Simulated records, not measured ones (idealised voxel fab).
process module | voxel quadruple lines
cross-section cut | 290 nm wide | cells 5 nm
A cross-section is a grid of square cells, given in bands from the top down. A band is one or more rows of cells.
Each band's line starts with the height of the band's top and of its bottom, in nm. Then come its materials from left to right, each with its width in nm. One material with "throughout" fills the band from edge to edge. "air" is empty space.
Height 0 is the level under which the wafer as received is all one material. The lowest band goes on downwards, as in "0 down".
A width such as "30 to 40" changes by the same amount from each row of cells to the next, from the band's top row to its bottom row.
"no change" after a step means that no cell of the cross-section changed.
closed voids: empty space of 8 cells or more with no open way to the top, each as width x height at its distance from the left edge, in nm
after a step's settings: what the simulator itself notes on the step
overlay nm, on a step with a mask: how far to the right of its planned place the mask lay; to the left if negative
plan
1 op RECEIVE | material Si
2 op CONFORMAL_DEP | material SiO2 | thk nm 10
3 op DIRECTIONAL_DEP | material W | thk nm 10
4 op DIRECTIONAL_DEP | material polySi | thk nm 15
5 op DIRECTIONAL_DEP | material aC | thk nm 25
6 op PATTERN | tone cover | mask id MANDREL | material resist | width nm 30 | thk nm 30 | overlay nm -15
7 op DIRECTIONAL_ETCH | etch materials aC | depth nm 25
8 op STRIP | etch materials resist
9 op CONFORMAL_DEP | material SiO2 | thk nm 10
10 op DIRECTIONAL_ETCH | etch materials SiO2 | depth nm 10
11 op STRIP | etch materials aC
12 op DIRECTIONAL_ETCH | etch materials polySi | depth nm 15
13 op STRIP | etch materials SiO2
14 op CONFORMAL_DEP | material SiCN | thk nm 10
15 op DIRECTIONAL_ETCH | etch materials SiCN | depth nm 10
16 op STRIP | etch materials polySi
17 op DIRECTIONAL_ETCH | etch materials W | depth nm 10
18 op STRIP | etch materials SiCN
varied across the wafers: overlay nm of step 6. The plan shows the first wafer's value. All wafers start alike
first wafer as received, after step 1
  0 down: Si throughout
  closed voids: none
first wafer at the end, after step 18
  20 to 10: air 95 | W 10 | air 10 | W 10 | air 10 | W 10 | air 10 | W 10 | air 125
  10 to 0: SiO2 throughout
  0 down: Si throughout
  closed voids: none
last wafer at the end
  20 to 10: air 125 | W 10 | air 10 | W 10 | air 10 | W 10 | air 10 | W 10 | air 95
  10 to 0: SiO2 throughout
  0 down: Si throughout
  closed voids: none
each wafer at the end: cells of each material gained (+) or lost (-) since it was received, then its closed voids
overlay nm -15 | +116 SiO2 | +16 W | closed voids: none
overlay nm -10 | +116 SiO2 | +16 W | closed voids: none
overlay nm -5 | +116 SiO2 | +16 W | closed voids: none
overlay nm 0 | +116 SiO2 | +16 W | closed voids: none
overlay nm 5 | +116 SiO2 | +16 W | closed voids: none
overlay nm 10 | +116 SiO2 | +16 W | closed voids: none
overlay nm 15 | +116 SiO2 | +16 W | closed voids: none
